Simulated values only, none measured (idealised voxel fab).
A process module follows: voxel capacitor over wiring.
Displayed cross-section: cut, width of 265 nm, square cells sized 5 nm.
Think of the cross-section as a grid of square cells. We describe it in bands, top to bottom, and each band covers one or more rows of those cells. Band: top and bottom heights (nm) first, top before bottom; then materials from left to right, widths in nm. "full width" marks a sole material filling the band edge to edge. "blank" denotes empty space. Heights are reckoned from 0. Under this level, the received wafer is all of one material. The bottommost band is open-ended downward, for example "top 0, no bottom". Think of "30 to 40" as a width that walks from the first number to the second as you go down the band, top row to bottom row, taking equal-sized steps from row to row. For the purposes of this document, the phrase "changes: none" attached to a step denotes that no cell within the cross-section was modified by that step. Reported under the label "Closed empty spaces" are the empty spaces having no open way to the top and comprising 8 cells or more; the notation for each is width x height at distance, in which the distance is measured from the left edge and all three values are in nm. Where a step's line continues beyond its settings, the continuation is a remark by the simulator itself on that step. "overlay nm", when on a step's line for a step with a mask, measures how far to the right of its planned place the mask lay; a negative measure means to the left.
THE PROCESS STEPS THAT WERE PLANNED ARE LISTED BELOW
1. RECEIVE (material Si)
2. CONFORMAL_DEP (material SiO2; thk nm 15)
3. CONFORMAL_DEP (material SiCN; thk nm 5)
4. DIRECTIONAL_DEP (material SiO2; thk nm 15)
5. MASKED_ETCH (tone open; mask id METAL_1; width nm 25; pitch nm 85; etch materials SiO2; depth nm 15; overlay nm 0)
6. MASKED_ETCH (tone open; mask id METAL_1; width nm 25; pitch nm 85; etch materials SiCN; depth nm 5; overlay nm 0)
7. CONFORMAL_DEP (material TiN; thk nm 5)
8. FILL_DEP (material Ru; thk nm 10)
9. CMP (height nm 35)
10. EPI (material Ru; thk nm 5)
11. FILL_DEP (material SiCN; thk nm 5)
12. DIRECTIONAL_DEP (material SiO2; thk nm 10)
13. PATTERN (tone open; mask id PLUG_1; material resist; width nm 15; thk nm 20; overlay nm 0)
14. DIRECTIONAL_ETCH (etch materials SiO2; depth nm 10)
15. DIRECTIONAL_ETCH (etch materials SiCN; depth nm 5)
16. STRIP (etch materials resist)
17. CONFORMAL_DEP (material TiN; thk nm 5)
18. FILL_DEP (material Ru; thk nm 5)
19. CMP (height nm 55)
20. DIRECTIONAL_DEP (material TiN; thk nm 10)
21. DIRECTIONAL_DEP (material SiN; thk nm 5)
22. DIRECTIONAL_DEP (material TiN; thk nm 10)
23. DIRECTIONAL_DEP (material aC; thk nm 15)
24. PATTERN (tone cover; mask id UPPER_PLATE; material resist; width nm 65; thk nm 30; overlay nm 0)
25. DIRECTIONAL_ETCH (etch materials aC; depth nm 15)
26. STRIP (etch materials resist)
27. DIRECTIONAL_ETCH (etch materials TiN; depth nm 10)
28. DIRECTIONAL_ETCH (etch materials SiN; depth nm 5)
29. STRIP (etch materials aC)
30. DIRECTIONAL_DEP (material aC; thk nm 10)
31. PATTERN (tone cover; mask id LOWER_PLATE; material resist; width nm 75; thk nm 30; overlay nm 0)
32. DIRECTIONAL_ETCH (etch materials aC; depth nm 10)
33. STRIP (etch materials resist)
34. DIRECTIONAL_ETCH (etch materials TiN; depth nm 10)
35. STRIP (etch materials aC)
36. FILL_DEP (material SiO2; thk nm 15)
37. CMP (height nm 90)
38. MASKED_ETCH (tone open; mask id PLUG_2; width nm 15; etch materials SiO2; depth nm 10; overlay nm 0)
39. CONFORMAL_DEP (material TiN; thk nm 5)
40. FILL_DEP (material Ru; thk nm 10)
41. CMP (height nm 90)
42. CONFORMAL_DEP (material SiCN; thk nm 5)
SO, THE FIRST OF OUR TWO WAFERS, RUN JUST AS WE PLANNED IT
AS-RECEIVED WAFER CROSS-SECTION (AFTER STEP 1)
- top 0, no bottom: Si full width
- Closed empty spaces: none
AFTER STEP 2: WAFER CROSS-SECTION
- top 15, bottom 0: SiO2 full width
- Below 0, no change.
AFTER STEP 3: WAFER CROSS-SECTION
- top 20, bottom 15: SiCN full width
- Below 15, no change.
AFTER STEP 4: WAFER CROSS-SECTION
- top 35, bottom 20: SiO2 full width
- Below 20, no change.
AFTER STEP 5: WAFER CROSS-SECTION
- top 35, bottom 20: 75 nm SiO2  25 nm blank  60 nm SiO2  25 nm blank  80 nm SiO2
- Below 20, no change.
AFTER STEP 6: WAFER CROSS-SECTION
- top 35, bottom 20: 75 nm SiO2  25 nm blank  60 nm SiO2  25 nm blank  80 nm SiO2
- top 20, bottom 15: 75 nm SiCN  25 nm blank  60 nm SiCN  25 nm blank  80 nm SiCN
- Below 15, no change.
AFTER STEP 7: WAFER CROSS-SECTION
- top 40, bottom 35: 80 nm TiN  15 nm blank  70 nm TiN  15 nm blank  85 nm TiN
- top 35, bottom 20: 75 nm SiO2  5 nm TiN  15 nm blank  5 nm TiN  60 nm SiO2  5 nm TiN  15 nm blank  5 nm TiN  80 nm SiO2
- top 20, bottom 15: 75 nm SiCN  25 nm TiN  60 nm SiCN  25 nm TiN  80 nm SiCN
- Below 15, no change.
AFTER STEP 8: WAFER CROSS-SECTION
- top 50, bottom 40: Ru full width
- top 40, bottom 35: 80 nm TiN  15 nm Ru  70 nm TiN  15 nm Ru  85 nm TiN
- top 35, bottom 20: 75 nm SiO2  5 nm TiN  15 nm Ru  5 nm TiN  60 nm SiO2  5 nm TiN  15 nm Ru  5 nm TiN  80 nm SiO2
- Below 20, no change.
AFTER STEP 9: WAFER CROSS-SECTION
- top 35, bottom 20: 75 nm SiO2  5 nm TiN  15 nm Ru  5 nm TiN  60 nm SiO2  5 nm TiN  15 nm Ru  5 nm TiN  80 nm SiO2
- Below 20, no change.
AFTER STEP 10: WAFER CROSS-SECTION
- top 40, bottom 35: 70 nm blank  35 nm Ru  50 nm blank  35 nm Ru  75 nm blank
- Below 35, no change.
AFTER STEP 11: WAFER CROSS-SECTION
- top 45, bottom 40: SiCN full width
- top 40, bottom 35: 70 nm SiCN  35 nm Ru  50 nm SiCN  35 nm Ru  75 nm SiCN
- Below 35, no change.
AFTER STEP 12: WAFER CROSS-SECTION
- top 55, bottom 45: SiO2 full width
- Below 45, no change.
AFTER STEP 13: WAFER CROSS-SECTION
- top 75, bottom 55: 85 nm resist  15 nm blank  165 nm resist
- Below 55, no change.
AFTER STEP 14: WAFER CROSS-SECTION
- top 75, bottom 55: 85 nm resist  15 nm blank  165 nm resist
- top 55, bottom 45: 85 nm SiO2  15 nm blank  165 nm SiO2
- Below 45, no change.
AFTER STEP 15: WAFER CROSS-SECTION
- top 75, bottom 55: 85 nm resist  15 nm blank  165 nm resist
- top 55, bottom 45: 85 nm SiO2  15 nm blank  165 nm SiO2
- top 45, bottom 40: 85 nm SiCN  15 nm blank  165 nm SiCN
- Below 40, no change.
AFTER STEP 16: WAFER CROSS-SECTION
- top 55, bottom 45: 85 nm SiO2  15 nm blank  165 nm SiO2
- Below 45, no change.
AFTER STEP 17: WAFER CROSS-SECTION
- top 60, bottom 55: 90 nm TiN  5 nm blank  170 nm TiN
- top 55, bottom 45: 85 nm SiO2  5 nm TiN  5 nm blank  5 nm TiN  165 nm SiO2
- top 45, bottom 40: 85 nm SiCN  15 nm TiN  165 nm SiCN
- Below 40, no change.
AFTER STEP 18: WAFER CROSS-SECTION
- top 65, bottom 60: Ru full width
- top 60, bottom 55: 90 nm TiN  5 nm Ru  170 nm TiN
- top 55, bottom 45: 85 nm SiO2  5 nm TiN  5 nm Ru  5 nm TiN  165 nm SiO2
- Below 45, no change.
AFTER STEP 19: WAFER CROSS-SECTION
- top 55, bottom 45: 85 nm SiO2  5 nm TiN  5 nm Ru  5 nm TiN  165 nm SiO2
- Below 45, no change.
AFTER STEP 20: WAFER CROSS-SECTION
- top 65, bottom 55: TiN full width
- Below 55, no change.
AFTER STEP 21: WAFER CROSS-SECTION
- top 70, bottom 65: SiN full width
- Below 65, no change.
AFTER STEP 22: WAFER CROSS-SECTION
- top 80, bottom 70: TiN full width
- Below 70, no change.
AFTER STEP 23: WAFER CROSS-SECTION
- top 95, bottom 80: aC full width
- Below 80, no change.
AFTER STEP 24: WAFER CROSS-SECTION
- top 125, bottom 95: 85 nm blank  65 nm resist  115 nm blank
- Below 95, no change.
AFTER STEP 25: WAFER CROSS-SECTION
- top 110, bottom 95: 85 nm blank  65 nm resist  115 nm blank
- top 95, bottom 80: 85 nm blank  65 nm aC  115 nm blank
- Below 80, no change.
AFTER STEP 26: WAFER CROSS-SECTION
- top 95, bottom 80: 85 nm blank  65 nm aC  115 nm blank
- Below 80, no change.
AFTER STEP 27: WAFER CROSS-SECTION
- top 95, bottom 80: 85 nm blank  65 nm aC  115 nm blank
- top 80, bottom 70: 85 nm blank  65 nm TiN  115 nm blank
- Below 70, no change.
AFTER STEP 28: WAFER CROSS-SECTION
- top 95, bottom 80: 85 nm blank  65 nm aC  115 nm blank
- top 80, bottom 70: 85 nm blank  65 nm TiN  115 nm blank
- top 70, bottom 65: 85 nm blank  65 nm SiN  115 nm blank
- Below 65, no change.
AFTER STEP 29: WAFER CROSS-SECTION
- top 80, bottom 70: 85 nm blank  65 nm TiN  115 nm blank
- Below 70, no change.
AFTER STEP 30: WAFER CROSS-SECTION
- top 90, bottom 80: 85 nm blank  65 nm aC  115 nm blank
- top 80, bottom 75: 85 nm blank  65 nm TiN  115 nm blank
- top 75, bottom 70: 85 nm aC  65 nm TiN  115 nm aC
- top 70, bottom 65: 85 nm aC  65 nm SiN  115 nm aC
- Below 65, no change.
AFTER STEP 31: WAFER CROSS-SECTION
- top 120, bottom 90: 80 nm blank  75 nm resist  110 nm blank
- top 90, bottom 80: 80 nm blank  5 nm resist  65 nm aC  5 nm resist  110 nm blank
- top 80, bottom 75: 80 nm blank  5 nm resist  65 nm TiN  5 nm resist  110 nm blank
- Below 75, no change.
AFTER STEP 32: WAFER CROSS-SECTION
- top 110, bottom 90: 80 nm blank  75 nm resist  110 nm blank
- top 90, bottom 80: 80 nm blank  5 nm resist  65 nm aC  5 nm resist  110 nm blank
- top 80, bottom 75: 80 nm blank  5 nm resist  65 nm TiN  5 nm resist  110 nm blank
- top 75, bottom 70: 80 nm blank  5 nm aC  65 nm TiN  5 nm aC  110 nm blank
- top 70, bottom 65: 80 nm blank  5 nm aC  65 nm SiN  5 nm aC  110 nm blank
- Below 65, no change.
AFTER STEP 33: WAFER CROSS-SECTION
- top 90, bottom 80: 85 nm blank  65 nm aC  115 nm blank
- top 80, bottom 75: 85 nm blank  65 nm TiN  115 nm blank
- Below 75, no change.
AFTER STEP 34: WAFER CROSS-SECTION
- top 90, bottom 80: 85 nm blank  65 nm aC  115 nm blank
- top 80, bottom 75: 85 nm blank  65 nm TiN  115 nm blank
- top 75, bottom 70: 80 nm blank  5 nm aC  65 nm TiN  5 nm aC  110 nm blank
- top 70, bottom 65: 80 nm blank  5 nm aC  65 nm SiN  5 nm aC  110 nm blank
- top 65, bottom 55: 80 nm blank  75 nm TiN  110 nm blank
- Below 55, no change.
AFTER STEP 35: WAFER CROSS-SECTION
- top 80, bottom 70: 85 nm blank  65 nm TiN  115 nm blank
- top 70, bottom 65: 85 nm blank  65 nm SiN  115 nm blank
- Below 65, no change.
AFTER STEP 36: WAFER CROSS-SECTION
- top 95, bottom 80: SiO2 full width
- top 80, bottom 70: 85 nm SiO2  65 nm TiN  115 nm SiO2
- top 70, bottom 65: 85 nm SiO2  65 nm SiN  115 nm SiO2
- top 65, bottom 55: 80 nm SiO2  75 nm TiN  110 nm SiO2
- Below 55, no change.
AFTER STEP 37: WAFER CROSS-SECTION
- top 90, bottom 80: SiO2 full width
- Below 80, no change.
AFTER STEP 38: WAFER CROSS-SECTION
- top 90, bottom 80: 95 nm SiO2  15 nm blank  155 nm SiO2
- Below 80, no change.
AFTER STEP 39: WAFER CROSS-SECTION
- top 95, bottom 90: 100 nm TiN  5 nm blank  160 nm TiN
- top 90, bottom 85: 95 nm SiO2  5 nm TiN  5 nm blank  5 nm TiN  155 nm SiO2
- top 85, bottom 80: 95 nm SiO2  15 nm TiN  155 nm SiO2
- Below 80, no change.
AFTER STEP 40: WAFER CROSS-SECTION
- top 105, bottom 95: Ru full width
- top 95, bottom 90: 100 nm TiN  5 nm Ru  160 nm TiN
- top 90, bottom 85: 95 nm SiO2  5 nm TiN  5 nm Ru  5 nm TiN  155 nm SiO2
- Below 85, no change.
AFTER STEP 41: WAFER CROSS-SECTION
- top 90, bottom 85: 95 nm SiO2  5 nm TiN  5 nm Ru  5 nm TiN  155 nm SiO2
- Below 85, no change.
AFTER STEP 42: WAFER CROSS-SECTION
- top 95, bottom 90: SiCN full width
- Below 90, no change.
WHAT FOLLOWS CONCERNS THE SECOND WAFER, WHICH STARTED OUT LIKE THE FIRST AND WAS MEANT TO FOLLOW THE VERY SAME PLAN; ONE MISTAKE CREPT IN WHEN IT WAS RUN, BUT EVERYTHING UP TO AND INCLUDING STEP 4 IS THE SAME AS FOR THE FIRST WAFER
SECOND WAFER CROSS-SECTION, TAKEN AS OF THE TIME THE PLAN SETS FOR STEP 5 TO BE DONE
- top 35, bottom 20: 80 nm SiO2  15 nm blank  70 nm SiO2  15 nm blank  85 nm SiO2
- Below 20, no change.
SECOND WAFER CROSS-SECTION, TAKEN AS OF THE TIME THE PLAN SETS FOR STEP 6 TO BE DONE
- top 35, bottom 20: 80 nm SiO2  15 nm blank  70 nm SiO2  15 nm blank  85 nm SiO2
- top 20, bottom 15: 80 nm SiCN  15 nm blank  70 nm SiCN  15 nm blank  85 nm SiCN
- Below 15, no change.
SECOND WAFER CROSS-SECTION, TAKEN AS OF THE TIME THE PLAN SETS FOR STEP 7 TO BE DONE
- top 40, bottom 35: 85 nm TiN  5 nm blank  80 nm TiN  5 nm blank  90 nm TiN
- top 35, bottom 20: 80 nm SiO2  5 nm TiN  5 nm blank  5 nm TiN  70 nm SiO2  5 nm TiN  5 nm blank  5 nm TiN  85 nm SiO2
- top 20, bottom 15: 80 nm SiCN  15 nm TiN  70 nm SiCN  15 nm TiN  85 nm SiCN
- Below 15, no change.
SECOND WAFER CROSS-SECTION, TAKEN AS OF THE TIME THE PLAN SETS FOR STEP 8 TO BE DONE
- top 50, bottom 40: Ru full width
- top 40, bottom 35: 85 nm TiN  5 nm Ru  80 nm TiN  5 nm Ru  90 nm TiN
- top 35, bottom 20: 80 nm SiO2  5 nm TiN  5 nm Ru  5 nm TiN  70 nm SiO2  5 nm TiN  5 nm Ru  5 nm TiN  85 nm SiO2
- Below 20, no change.
SECOND WAFER CROSS-SECTION, TAKEN AS OF THE TIME THE PLAN SETS FOR STEP 9 TO BE DONE
- top 35, bottom 20: 80 nm SiO2  5 nm TiN  5 nm Ru  5 nm TiN  70 nm SiO2  5 nm TiN  5 nm Ru  5 nm TiN  85 nm SiO2
- Below 20, no change.
SECOND WAFER CROSS-SECTION, TAKEN AS OF THE TIME THE PLAN SETS FOR STEP 10 TO BE DONE
- top 40, bottom 35: 75 nm blank  25 nm Ru  60 nm blank  25 nm Ru  80 nm blank
- Below 35, no change.
SECOND WAFER CROSS-SECTION, TAKEN AS OF THE TIME THE PLAN SETS FOR STEP 11 TO BE DONE
- top 45, bottom 40: SiCN full width
- top 40, bottom 35: 75 nm SiCN  25 nm Ru  60 nm SiCN  25 nm Ru  80 nm SiCN
- Below 35, no change.
SECOND WAFER CROSS-SECTION, TAKEN AS OF THE TIME THE PLAN SETS FOR STEP 12 TO BE DONE
- top 55, bottom 45: SiO2 full width
- Below 45, no change.
SECOND WAFER CROSS-SECTION, TAKEN AS OF THE TIME THE PLAN SETS FOR STEP 13 TO BE DONE
- top 75, bottom 55: 85 nm resist  15 nm blank  165 nm resist
- Below 55, no change.
SECOND WAFER CROSS-SECTION, TAKEN AS OF THE TIME THE PLAN SETS FOR STEP 14 TO BE DONE
- top 75, bottom 55: 85 nm resist  15 nm blank  165 nm resist
- top 55, bottom 45: 85 nm SiO2  15 nm blank  165 nm SiO2
- Below 45, no change.
SECOND WAFER CROSS-SECTION, TAKEN AS OF THE TIME THE PLAN SETS FOR STEP 15 TO BE DONE
- top 75, bottom 55: 85 nm resist  15 nm blank  165 nm resist
- top 55, bottom 45: 85 nm SiO2  15 nm blank  165 nm SiO2
- top 45, bottom 40: 85 nm SiCN  15 nm blank  165 nm SiCN
- Below 40, no change.
SECOND WAFER CROSS-SECTION, TAKEN AS OF THE TIME THE PLAN SETS FOR STEP 16 TO BE DONE
- top 55, bottom 45: 85 nm SiO2  15 nm blank  165 nm SiO2
- Below 45, no change.
SECOND WAFER CROSS-SECTION, TAKEN AS OF THE TIME THE PLAN SETS FOR STEP 17 TO BE DONE
- top 60, bottom 55: 90 nm TiN  5 nm blank  170 nm TiN
- top 55, bottom 45: 85 nm SiO2  5 nm TiN  5 nm blank  5 nm TiN  165 nm SiO2
- top 45, bottom 40: 85 nm SiCN  15 nm TiN  165 nm SiCN
- Below 40, no change.
SECOND WAFER CROSS-SECTION, TAKEN AS OF THE TIME THE PLAN SETS FOR STEP 18 TO BE DONE
- top 65, bottom 60: Ru full width
- top 60, bottom 55: 90 nm TiN  5 nm Ru  170 nm TiN
- top 55, bottom 45: 85 nm SiO2  5 nm TiN  5 nm Ru  5 nm TiN  165 nm SiO2
- Below 45, no change.
SECOND WAFER CROSS-SECTION, TAKEN AS OF THE TIME THE PLAN SETS FOR STEP 19 TO BE DONE
- top 55, bottom 45: 85 nm SiO2  5 nm TiN  5 nm Ru  5 nm TiN  165 nm SiO2
- Below 45, no change.
SECOND WAFER CROSS-SECTION, TAKEN AS OF THE TIME THE PLAN SETS FOR STEP 20 TO BE DONE
- top 65, bottom 55: TiN full width
- Below 55, no change.
SECOND WAFER CROSS-SECTION, TAKEN AS OF THE TIME THE PLAN SETS FOR STEP 21 TO BE DONE
- top 70, bottom 65: SiN full width
- Below 65, no change.
SECOND WAFER CROSS-SECTION, TAKEN AS OF THE TIME THE PLAN SETS FOR STEP 22 TO BE DONE
- top 80, bottom 70: TiN full width
- Below 70, no change.
SECOND WAFER CROSS-SECTION, TAKEN AS OF THE TIME THE PLAN SETS FOR STEP 23 TO BE DONE
- top 95, bottom 80: aC full width
- Below 80, no change.
SECOND WAFER CROSS-SECTION, TAKEN AS OF THE TIME THE PLAN SETS FOR STEP 24 TO BE DONE
- top 125, bottom 95: 85 nm blank  65 nm resist  115 nm blank
- Below 95, no change.
SECOND WAFER CROSS-SECTION, TAKEN AS OF THE TIME THE PLAN SETS FOR STEP 25 TO BE DONE
- top 110, bottom 95: 85 nm blank  65 nm resist  115 nm blank
- top 95, bottom 80: 85 nm blank  65 nm aC  115 nm blank
- Below 80, no change.
SECOND WAFER CROSS-SECTION, TAKEN AS OF THE TIME THE PLAN SETS FOR STEP 26 TO BE DONE
- top 95, bottom 80: 85 nm blank  65 nm aC  115 nm blank
- Below 80, no change.
SECOND WAFER CROSS-SECTION, TAKEN AS OF THE TIME THE PLAN SETS FOR STEP 27 TO BE DONE
- top 95, bottom 80: 85 nm blank  65 nm aC  115 nm blank
- top 80, bottom 70: 85 nm blank  65 nm TiN  115 nm blank
- Below 70, no change.
SECOND WAFER CROSS-SECTION, TAKEN AS OF THE TIME THE PLAN SETS FOR STEP 28 TO BE DONE
- top 95, bottom 80: 85 nm blank  65 nm aC  115 nm blank
- top 80, bottom 70: 85 nm blank  65 nm TiN  115 nm blank
- top 70, bottom 65: 85 nm blank  65 nm SiN  115 nm blank
- Below 65, no change.
SECOND WAFER CROSS-SECTION, TAKEN AS OF THE TIME THE PLAN SETS FOR STEP 29 TO BE DONE
- top 80, bottom 70: 85 nm blank  65 nm TiN  115 nm blank
- Below 70, no change.
SECOND WAFER CROSS-SECTION, TAKEN AS OF THE TIME THE PLAN SETS FOR STEP 30 TO BE DONE
- top 90, bottom 80: 85 nm blank  65 nm aC  115 nm blank
- top 80, bottom 75: 85 nm blank  65 nm TiN  115 nm blank
- top 75, bottom 70: 85 nm aC  65 nm TiN  115 nm aC
- top 70, bottom 65: 85 nm aC  65 nm SiN  115 nm aC
- Below 65, no change.
SECOND WAFER CROSS-SECTION, TAKEN AS OF THE TIME THE PLAN SETS FOR STEP 31 TO BE DONE
- top 120, bottom 90: 80 nm blank  75 nm resist  110 nm blank
- top 90, bottom 80: 80 nm blank  5 nm resist  65 nm aC  5 nm resist  110 nm blank
- top 80, bottom 75: 80 nm blank  5 nm resist  65 nm TiN  5 nm resist  110 nm blank
- Below 75, no change.
SECOND WAFER CROSS-SECTION, TAKEN AS OF THE TIME THE PLAN SETS FOR STEP 32 TO BE DONE
- top 110, bottom 90: 80 nm blank  75 nm resist  110 nm blank
- top 90, bottom 80: 80 nm blank  5 nm resist  65 nm aC  5 nm resist  110 nm blank
- top 80, bottom 75: 80 nm blank  5 nm resist  65 nm TiN  5 nm resist  110 nm blank
- top 75, bottom 70: 80 nm blank  5 nm aC  65 nm TiN  5 nm aC  110 nm blank
- top 70, bottom 65: 80 nm blank  5 nm aC  65 nm SiN  5 nm aC  110 nm blank
- Below 65, no change.
SECOND WAFER CROSS-SECTION, TAKEN AS OF THE TIME THE PLAN SETS FOR STEP 33 TO BE DONE
- top 90, bottom 80: 85 nm blank  65 nm aC  115 nm blank
- top 80, bottom 75: 85 nm blank  65 nm TiN  115 nm blank
- Below 75, no change.
SECOND WAFER CROSS-SECTION, TAKEN AS OF THE TIME THE PLAN SETS FOR STEP 34 TO BE DONE
- top 90, bottom 80: 85 nm blank  65 nm aC  115 nm blank
- top 80, bottom 75: 85 nm blank  65 nm TiN  115 nm blank
- top 75, bottom 70: 80 nm blank  5 nm aC  65 nm TiN  5 nm aC  110 nm blank
- top 70, bottom 65: 80 nm blank  5 nm aC  65 nm SiN  5 nm aC  110 nm blank
- top 65, bottom 55: 80 nm blank  75 nm TiN  110 nm blank
- Below 55, no change.
SECOND WAFER CROSS-SECTION, TAKEN AS OF THE TIME THE PLAN SETS FOR STEP 35 TO BE DONE
- top 80, bottom 70: 85 nm blank  65 nm TiN  115 nm blank
- top 70, bottom 65: 85 nm blank  65 nm SiN  115 nm blank
- Below 65, no change.
SECOND WAFER CROSS-SECTION, TAKEN AS OF THE TIME THE PLAN SETS FOR STEP 36 TO BE DONE
- top 95, bottom 80: SiO2 full width
- top 80, bottom 70: 85 nm SiO2  65 nm TiN  115 nm SiO2
- top 70, bottom 65: 85 nm SiO2  65 nm SiN  115 nm SiO2
- top 65, bottom 55: 80 nm SiO2  75 nm TiN  110 nm SiO2
- Below 55, no change.
SECOND WAFER CROSS-SECTION, TAKEN AS OF THE TIME THE PLAN SETS FOR STEP 37 TO BE DONE
- top 90, bottom 80: SiO2 full width
- Below 80, no change.
SECOND WAFER CROSS-SECTION, TAKEN AS OF THE TIME THE PLAN SETS FOR STEP 38 TO BE DONE
- top 90, bottom 80: 95 nm SiO2  15 nm blank  155 nm SiO2
- Below 80, no change.
SECOND WAFER CROSS-SECTION, TAKEN AS OF THE TIME THE PLAN SETS FOR STEP 39 TO BE DONE
- top 95, bottom 90: 100 nm TiN  5 nm blank  160 nm TiN
- top 90, bottom 85: 95 nm SiO2  5 nm TiN  5 nm blank  5 nm TiN  155 nm SiO2
- top 85, bottom 80: 95 nm SiO2  15 nm TiN  155 nm SiO2
- Below 80, no change.
SECOND WAFER CROSS-SECTION, TAKEN AS OF THE TIME THE PLAN SETS FOR STEP 40 TO BE DONE
- top 105, bottom 95: Ru full width
- top 95, bottom 90: 100 nm TiN  5 nm Ru  160 nm TiN
- top 90, bottom 85: 95 nm SiO2  5 nm TiN  5 nm Ru  5 nm TiN  155 nm SiO2
- Below 85, no change.
SECOND WAFER CROSS-SECTION, TAKEN AS OF THE TIME THE PLAN SETS FOR STEP 41 TO BE DONE
- top 90, bottom 85: 95 nm SiO2  5 nm TiN  5 nm Ru  5 nm TiN  155 nm SiO2
- Below 85, no change.
SECOND WAFER CROSS-SECTION, TAKEN AS OF THE TIME THE PLAN SETS FOR STEP 42 TO BE DONE
- top 95, bottom 90: SiCN full width
- Below 90, no change.
Here's what went sideways: note that step 5 departed from the planned setting and was carried out as MASKED_ETCH (tone open; mask id METAL_1; width nm 15; pitch nm 85; etch materials SiO2; depth nm 15; overlay nm 0)
The second wafer ends with more or fewer cells of some materials than the first, per final count: -16 Ru | +8 SiCN | +12 SiO2 | -4 TiN
